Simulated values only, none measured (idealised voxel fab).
process module | voxel ribs on slabs
cross-section cut | 255 nm wide | cells 5 nm
A cross-section is a grid of square cells, given in bands from the top down. A band is one or more rows of cells.
Each band's line starts with the height of the band's top and of its bottom, in nm. Then come its materials from left to right, each with its width in nm. One material with "throughout" fills the band from edge to edge. "air" is empty space.
Height 0 is the level under which the wafer as received is all one material. The lowest band goes on downwards, as in "0 down".
A width such as "30 to 40" changes by the same amount from each row of cells to the next, from the band's top row to its bottom row.
"no change" after a step means that no cell of the cross-section changed.
closed voids: empty space of 8 cells or more with no open way to the top, each as width x height at its distance from the left edge, in nm
after a step's settings: what the simulator itself notes on the step
overlay nm, on a step with a mask: how far to the right of its planned place the mask lay; to the left if negative
plan
1 op RECEIVE | material Si
2 op DIRECTIONAL_DEP | material SiO2 | thk nm 30
3 op DIRECTIONAL_DEP | material polySi | thk nm 25
4 op MASKED_ETCH | tone cover | mask id RIB | width nm 15 | etch materials polySi | depth nm 5 | overlay nm 0
5 op MASKED_ETCH | tone cover | mask id SLAB | width nm 75 | etch materials polySi | depth nm 20 | overlay nm 0
6 op FILL_DEP | material SiO2 | thk nm 20
7 op CMP | height nm 65
8 op DIRECTIONAL_DEP | material TiN | thk nm 5
9 op DIRECTIONAL_DEP | material aC | thk nm 5
10 op PATTERN | tone cover | mask id HEATER | material resist | width nm 25 | thk nm 30 | overlay nm 0
11 op DIRECTIONAL_ETCH | etch materials aC | depth nm 15
12 op STRIP | etch materials resist
13 op DIRECTIONAL_ETCH | etch materials TiN | depth nm 5
14 op STRIP | etch materials aC
15 op CONFORMAL_DEP | material SiO2 | thk nm 10
varied across the wafers: thk nm of step 9. The plan shows the first wafer's value. All wafers start alike
first wafer as received, after step 1
  0 down: Si throughout
  closed voids: none
first wafer at the end, after step 15
  80 to 75: air 105 | SiO2 45 | air 105
  75 to 70: SiO2 throughout
  70 to 65: SiO2 115 | TiN 25 | SiO2 115
  65 to 55: SiO2 throughout
  55 to 50: SiO2 120 | polySi 15 | SiO2 120
  50 to 30: SiO2 90 | polySi 75 | SiO2 90
  30 to 0: SiO2 throughout
  0 down: Si throughout
  closed voids: none
last wafer at the end
  80 to 70: SiO2 throughout
  70 to 65: TiN throughout
  65 to 55: SiO2 throughout
  55 to 50: SiO2 120 | polySi 15 | SiO2 120
  50 to 30: SiO2 90 | polySi 75 | SiO2 90
  30 to 0: SiO2 throughout
  0 down: Si throughout
  closed voids: none
each wafer at the end: cells of each material gained (+) or lost (-) since it was received, then its closed voids
thk nm 5 | +706 SiO2 | +5 TiN | +63 polySi | closed voids: none
thk nm 10 | +706 SiO2 | +5 TiN | +63 polySi | closed voids: none
thk nm 15 | +706 SiO2 | +5 TiN | +63 polySi | closed voids: none
thk nm 20 | +702 SiO2 | +51 TiN | +63 polySi | closed voids: none
thk nm 25 | +702 SiO2 | +51 TiN | +63 polySi | closed voids: none
thk nm 30 | +702 SiO2 | +51 TiN | +63 polySi | closed voids: none
